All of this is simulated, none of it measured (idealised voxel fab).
The name of this process module is voxel self aligned vias.
The cross-section shown here is cut; it is 175 nm wide and divided into square cells measuring 5 nm on a side.
Format of a cross-section: grid, square cells. Given as bands. Order: top down. Band: one or more rows of cells. Each band's line starts with the height of the band's top and of its bottom, in nm. Then come its materials from left to right, each with its width in nm. One material with "edge to edge" fills the band from edge to edge. "air" is empty space. Heights are reckoned from 0. Under this level, the received wafer is all of one material. The bottommost band is open-ended downward, for example "0 nm and below". Width spec "30..40" -> top row of cells at first value, bottom row at second value, equal per-row change in between. No cell of the cross-section changed in a step that is given as "no alterations made". "Voids, fully enclosed" specifies each empty space that is not open to the top and that occupies no fewer than 8 cells, using the form width x height at distance, the distance measured from the left edge and all three quantities in nm. Heads up: the bit after the settings on a step's line is the simulator's remark on that step. A step's line can hold "overlay nm"; with a mask on that step, the setting says how far right of the planned place the mask lay, while a negative setting says it lay to the left.
-- Planned process steps
step 1: RECEIVE, material Si
step 2: CONFORMAL_DEP, material SiO2, thk nm 15
step 3: CONFORMAL_DEP, material SiCN, thk nm 5
step 4: DIRECTIONAL_DEP, material lowk, thk nm 30
step 5: DIRECTIONAL_DEP, material aC, thk nm 15
step 6: PATTERN, tone open, mask id LINES, material resist, width nm 25, pitch nm 65, thk nm 35, overlay nm 0
step 7: DIRECTIONAL_ETCH, etch materials aC, depth nm 15
step 8: STRIP, etch materials resist
step 9: DIRECTIONAL_ETCH, etch materials lowk, depth nm 30
step 10: STRIP, etch materials aC
step 11: CONFORMAL_DEP, material TiN, thk nm 5
step 12: FILL_DEP, material W, thk nm 5
step 13: CMP, height nm 50
step 14: SELECTIVE_ETCH, etch materials W Ru TiN, depth nm 10
step 15: FILL_DEP, material SiN, thk nm 10
step 16: CMP, height nm 50
step 17: DIRECTIONAL_DEP, material lowk, thk nm 20
step 18: DIRECTIONAL_DEP, material aC, thk nm 10
step 19: PATTERN, tone open, mask id VIAS, material resist, width nm 35, thk nm 30, overlay nm 0
step 20: DIRECTIONAL_ETCH, etch materials aC, depth nm 10
step 21: STRIP, etch materials resist
step 22: DIRECTIONAL_ETCH, etch materials lowk, depth nm 20
step 23: DIRECTIONAL_ETCH, etch materials SiN, depth nm 10
step 24: STRIP, etch materials aC
step 25: CONFORMAL_DEP, material TiN, thk nm 5
step 26: FILL_DEP, material W, thk nm 10
step 27: CMP, height nm 70
step 28: CONFORMAL_DEP, material SiN, thk nm 5
-- Concerning the first of two wafers, which was run in accordance with the plan
-- Here's what the wafer looked like in cross-section when it arrived - that's after step 1
0 nm and below  Si edge to edge
Voids, fully enclosed: none
-- Cross-section of the wafer subsequent to step 2
15 nm to 0 nm  SiO2 edge to edge
Below 0 it's all the same as before, nothing changed down there.
-- Cross-section of the wafer subsequent to step 3
20 nm to 15 nm  SiCN edge to edge
Below 15 it's all the same as before, nothing changed down there.
-- Cross-section of the wafer subsequent to step 4
50 nm to 20 nm  lowk edge to edge
Below 20 it's all the same as before, nothing changed down there.
-- Cross-section of the wafer subsequent to step 5
65 nm to 50 nm  aC edge to edge
Below 50 it's all the same as before, nothing changed down there.
-- Cross-section of the wafer subsequent to step 6
100 nm to 65 nm  40 of resist; 25 of air; 40 of resist; 25 of air; 45 of resist
Below 65 it's all the same as before, nothing changed down there.
-- Cross-section of the wafer subsequent to step 7
85 nm to 65 nm  40 of resist; 25 of air; 40 of resist; 25 of air; 45 of resist
65 nm to 50 nm  40 of aC; 25 of air; 40 of aC; 25 of air; 45 of aC
Below 50 it's all the same as before, nothing changed down there.
-- Cross-section of the wafer subsequent to step 8
65 nm to 50 nm  40 of aC; 25 of air; 40 of aC; 25 of air; 45 of aC
Below 50 it's all the same as before, nothing changed down there.
-- Cross-section of the wafer subsequent to step 9
65 nm to 50 nm  40 of aC; 25 of air; 40 of aC; 25 of air; 45 of aC
50 nm to 20 nm  40 of lowk; 25 of air; 40 of lowk; 25 of air; 45 of lowk
Below 20 it's all the same as before, nothing changed down there.
-- Cross-section of the wafer subsequent to step 10
50 nm to 20 nm  40 of lowk; 25 of air; 40 of lowk; 25 of air; 45 of lowk
Below 20 it's all the same as before, nothing changed down there.
-- Cross-section of the wafer subsequent to step 11
55 nm to 50 nm  45 of TiN; 15 of air; 50 of TiN; 15 of air; 50 of TiN
50 nm to 25 nm  40 of lowk; 5 of TiN; 15 of air; 5 of TiN; 40 of lowk; 5 of TiN; 15 of air; 5 of TiN; 45 of lowk
25 nm to 20 nm  40 of lowk; 25 of TiN; 40 of lowk; 25 of TiN; 45 of lowk
Below 20 it's all the same as before, nothing changed down there.
-- Cross-section of the wafer subsequent to step 12
60 nm to 55 nm  W edge to edge
55 nm to 50 nm  45 of TiN; 15 of W; 50 of TiN; 15 of W; 50 of TiN
50 nm to 25 nm  40 of lowk; 5 of TiN; 15 of W; 5 of TiN; 40 of lowk; 5 of TiN; 15 of W; 5 of TiN; 45 of lowk
Below 25 it's all the same as before, nothing changed down there.
-- Cross-section of the wafer subsequent to step 13
50 nm to 25 nm  40 of lowk; 5 of TiN; 15 of W; 5 of TiN; 40 of lowk; 5 of TiN; 15 of W; 5 of TiN; 45 of lowk
Below 25 it's all the same as before, nothing changed down there.
-- Cross-section of the wafer subsequent to step 14
50 nm to 40 nm  40 of lowk; 25 of air; 40 of lowk; 25 of air; 45 of lowk
Below 40 it's all the same as before, nothing changed down there.
-- Cross-section of the wafer subsequent to step 15
60 nm to 50 nm  SiN edge to edge
50 nm to 40 nm  40 of lowk; 25 of SiN; 40 of lowk; 25 of SiN; 45 of lowk
Below 40 it's all the same as before, nothing changed down there.
-- Cross-section of the wafer subsequent to step 16
50 nm to 40 nm  40 of lowk; 25 of SiN; 40 of lowk; 25 of SiN; 45 of lowk
Below 40 it's all the same as before, nothing changed down there.
-- Cross-section of the wafer subsequent to step 17
70 nm to 50 nm  lowk edge to edge
Below 50 it's all the same as before, nothing changed down there.
-- Cross-section of the wafer subsequent to step 18
80 nm to 70 nm  aC edge to edge
Below 70 it's all the same as before, nothing changed down there.
-- Cross-section of the wafer subsequent to step 19
110 nm to 80 nm  35 of resist; 35 of air; 105 of resist
Below 80 it's all the same as before, nothing changed down there.
-- Cross-section of the wafer subsequent to step 20
100 nm to 80 nm  35 of resist; 35 of air; 105 of resist
80 nm to 70 nm  35 of aC; 35 of air; 105 of aC
Below 70 it's all the same as before, nothing changed down there.
-- Cross-section of the wafer subsequent to step 21
80 nm to 70 nm  35 of aC; 35 of air; 105 of aC
Below 70 it's all the same as before, nothing changed down there.
-- Cross-section of the wafer subsequent to step 22
80 nm to 70 nm  35 of aC; 35 of air; 105 of aC
70 nm to 50 nm  35 of lowk; 35 of air; 105 of lowk
Below 50 it's all the same as before, nothing changed down there.
-- Cross-section of the wafer subsequent to step 23
80 nm to 70 nm  35 of aC; 35 of air; 105 of aC
70 nm to 50 nm  35 of lowk; 35 of air; 105 of lowk
50 nm to 40 nm  40 of lowk; 25 of air; 40 of lowk; 25 of SiN; 45 of lowk
Below 40 it's all the same as before, nothing changed down there.
-- Cross-section of the wafer subsequent to step 24
70 nm to 50 nm  35 of lowk; 35 of air; 105 of lowk
Below 50 it's all the same as before, nothing changed down there.
-- Cross-section of the wafer subsequent to step 25
75 nm to 70 nm  40 of TiN; 25 of air; 110 of TiN
70 nm to 55 nm  35 of lowk; 5 of TiN; 25 of air; 5 of TiN; 105 of lowk
55 nm to 50 nm  35 of lowk; 10 of TiN; 15 of air; 10 of TiN; 105 of lowk
50 nm to 45 nm  40 of lowk; 5 of TiN; 15 of air; 5 of TiN; 40 of lowk; 25 of SiN; 45 of lowk
45 nm to 40 nm  40 of lowk; 25 of TiN; 40 of lowk; 25 of SiN; 45 of lowk
Below 40 it's all the same as before, nothing changed down there.
-- Cross-section of the wafer subsequent to step 26
85 nm to 75 nm  W edge to edge
75 nm to 70 nm  40 of TiN; 25 of W; 110 of TiN
70 nm to 55 nm  35 of lowk; 5 of TiN; 25 of W; 5 of TiN; 105 of lowk
55 nm to 50 nm  35 of lowk; 10 of TiN; 15 of W; 10 of TiN; 105 of lowk
50 nm to 45 nm  40 of lowk; 5 of TiN; 15 of W; 5 of TiN; 40 of lowk; 25 of SiN; 45 of lowk
Below 45 it's all the same as before, nothing changed down there.
-- Cross-section of the wafer subsequent to step 27
70 nm to 55 nm  35 of lowk; 5 of TiN; 25 of W; 5 of TiN; 105 of lowk
Below 55 it's all the same as before, nothing changed down there.
-- Cross-section of the wafer subsequent to step 28
75 nm to 70 nm  SiN edge to edge
Below 70 it's all the same as before, nothing changed down there.
-- It is to be noted that the second wafer proceeded from the same initial state and according to the same plan as the first, although one mistake was committed in its execution; through step 2, inclusive, the two wafers share an identical history
The second wafer in cross-section, at the planned close of step 3: no alterations made
-- The second wafer in cross-section, at the planned close of step 4
45 nm to 15 nm  lowk edge to edge
Below 15 it's all the same as before, nothing changed down there.
-- The second wafer in cross-section, at the planned close of step 5
60 nm to 45 nm  aC edge to edge
Below 45 it's all the same as before, nothing changed down there.
-- The second wafer in cross-section, at the planned close of step 6
95 nm to 60 nm  40 of resist; 25 of air; 40 of resist; 25 of air; 45 of resist
Below 60 it's all the same as before, nothing changed down there.
-- The second wafer in cross-section, at the planned close of step 7
80 nm to 60 nm  40 of resist; 25 of air; 40 of resist; 25 of air; 45 of resist
60 nm to 45 nm  40 of aC; 25 of air; 40 of aC; 25 of air; 45 of aC
Below 45 it's all the same as before, nothing changed down there.
-- The second wafer in cross-section, at the planned close of step 8
60 nm to 45 nm  40 of aC; 25 of air; 40 of aC; 25 of air; 45 of aC
Below 45 it's all the same as before, nothing changed down there.
-- The second wafer in cross-section, at the planned close of step 9
60 nm to 45 nm  40 of aC; 25 of air; 40 of aC; 25 of air; 45 of aC
45 nm to 15 nm  40 of lowk; 25 of air; 40 of lowk; 25 of air; 45 of lowk
Below 15 it's all the same as before, nothing changed down there.
-- The second wafer in cross-section, at the planned close of step 10
45 nm to 15 nm  40 of lowk; 25 of air; 40 of lowk; 25 of air; 45 of lowk
Below 15 it's all the same as before, nothing changed down there.
-- The second wafer in cross-section, at the planned close of step 11
50 nm to 45 nm  45 of TiN; 15 of air; 50 of TiN; 15 of air; 50 of TiN
45 nm to 20 nm  40 of lowk; 5 of TiN; 15 of air; 5 of TiN; 40 of lowk; 5 of TiN; 15 of air; 5 of TiN; 45 of lowk
20 nm to 15 nm  40 of lowk; 25 of TiN; 40 of lowk; 25 of TiN; 45 of lowk
Below 15 it's all the same as before, nothing changed down there.
-- The second wafer in cross-section, at the planned close of step 12
55 nm to 50 nm  W edge to edge
50 nm to 45 nm  45 of TiN; 15 of W; 50 of TiN; 15 of W; 50 of TiN
45 nm to 20 nm  40 of lowk; 5 of TiN; 15 of W; 5 of TiN; 40 of lowk; 5 of TiN; 15 of W; 5 of TiN; 45 of lowk
Below 20 it's all the same as before, nothing changed down there.
-- The second wafer in cross-section, at the planned close of step 13
50 nm to 45 nm  45 of TiN; 15 of W; 50 of TiN; 15 of W; 50 of TiN
Below 45 it's all the same as before, nothing changed down there.
-- The second wafer in cross-section, at the planned close of step 14
45 nm to 40 nm  40 of lowk; 25 of air; 40 of lowk; 25 of air; 45 of lowk
Below 40 it's all the same as before, nothing changed down there.
-- The second wafer in cross-section, at the planned close of step 15
55 nm to 45 nm  SiN edge to edge
45 nm to 40 nm  40 of lowk; 25 of SiN; 40 of lowk; 25 of SiN; 45 of lowk
Below 40 it's all the same as before, nothing changed down there.
-- The second wafer in cross-section, at the planned close of step 16
50 nm to 45 nm  SiN edge to edge
Below 45 it's all the same as before, nothing changed down there.
-- The second wafer in cross-section, at the planned close of step 17
70 nm to 50 nm  lowk edge to edge
Below 50 it's all the same as before, nothing changed down there.
-- The second wafer in cross-section, at the planned close of step 18
80 nm to 70 nm  aC edge to edge
Below 70 it's all the same as before, nothing changed down there.
-- The second wafer in cross-section, at the planned close of step 19
110 nm to 80 nm  35 of resist; 35 of air; 105 of resist
Below 80 it's all the same as before, nothing changed down there.
-- The second wafer in cross-section, at the planned close of step 20
100 nm to 80 nm  35 of resist; 35 of air; 105 of resist
80 nm to 70 nm  35 of aC; 35 of air; 105 of aC
Below 70 it's all the same as before, nothing changed down there.
-- The second wafer in cross-section, at the planned close of step 21
80 nm to 70 nm  35 of aC; 35 of air; 105 of aC
Below 70 it's all the same as before, nothing changed down there.
-- The second wafer in cross-section, at the planned close of step 22
80 nm to 70 nm  35 of aC; 35 of air; 105 of aC
70 nm to 50 nm  35 of lowk; 35 of air; 105 of lowk
Below 50 it's all the same as before, nothing changed down there.
-- The second wafer in cross-section, at the planned close of step 23
80 nm to 70 nm  35 of aC; 35 of air; 105 of aC
70 nm to 50 nm  35 of lowk; 35 of air; 105 of lowk
50 nm to 45 nm  35 of SiN; 35 of air; 105 of SiN
45 nm to 40 nm  40 of lowk; 25 of air; 40 of lowk; 25 of SiN; 45 of lowk
Below 40 it's all the same as before, nothing changed down there.
-- The second wafer in cross-section, at the planned close of step 24
70 nm to 50 nm  35 of lowk; 35 of air; 105 of lowk
Below 50 it's all the same as before, nothing changed down there.
-- The second wafer in cross-section, at the planned close of step 25
75 nm to 70 nm  40 of TiN; 25 of air; 110 of TiN
70 nm to 50 nm  35 of lowk; 5 of TiN; 25 of air; 5 of TiN; 105 of lowk
50 nm to 45 nm  35 of SiN; 10 of TiN; 15 of air; 10 of TiN; 105 of SiN
45 nm to 40 nm  40 of lowk; 25 of TiN; 40 of lowk; 25 of SiN; 45 of lowk
Below 40 it's all the same as before, nothing changed down there.
-- The second wafer in cross-section, at the planned close of step 26
85 nm to 75 nm  W edge to edge
75 nm to 70 nm  40 of TiN; 25 of W; 110 of TiN
70 nm to 50 nm  35 of lowk; 5 of TiN; 25 of W; 5 of TiN; 105 of lowk
50 nm to 45 nm  35 of SiN; 10 of TiN; 15 of W; 10 of TiN; 105 of SiN
Below 45 it's all the same as before, nothing changed down there.
-- The second wafer in cross-section, at the planned close of step 27
70 nm to 50 nm  35 of lowk; 5 of TiN; 25 of W; 5 of TiN; 105 of lowk
Below 50 it's all the same as before, nothing changed down there.
-- The second wafer in cross-section, at the planned close of step 28
75 nm to 70 nm  SiN edge to edge
Below 70 it's all the same as before, nothing changed down there.
Where did the run depart from the plan? yeah, step 3 of the plan got skipped, never ran
Counted in cells at the end, the second wafer holds more or fewer of these materials than the first: 35 fewer of SiCN | 23 more of SiN | 4 more of TiN | 8 more of W
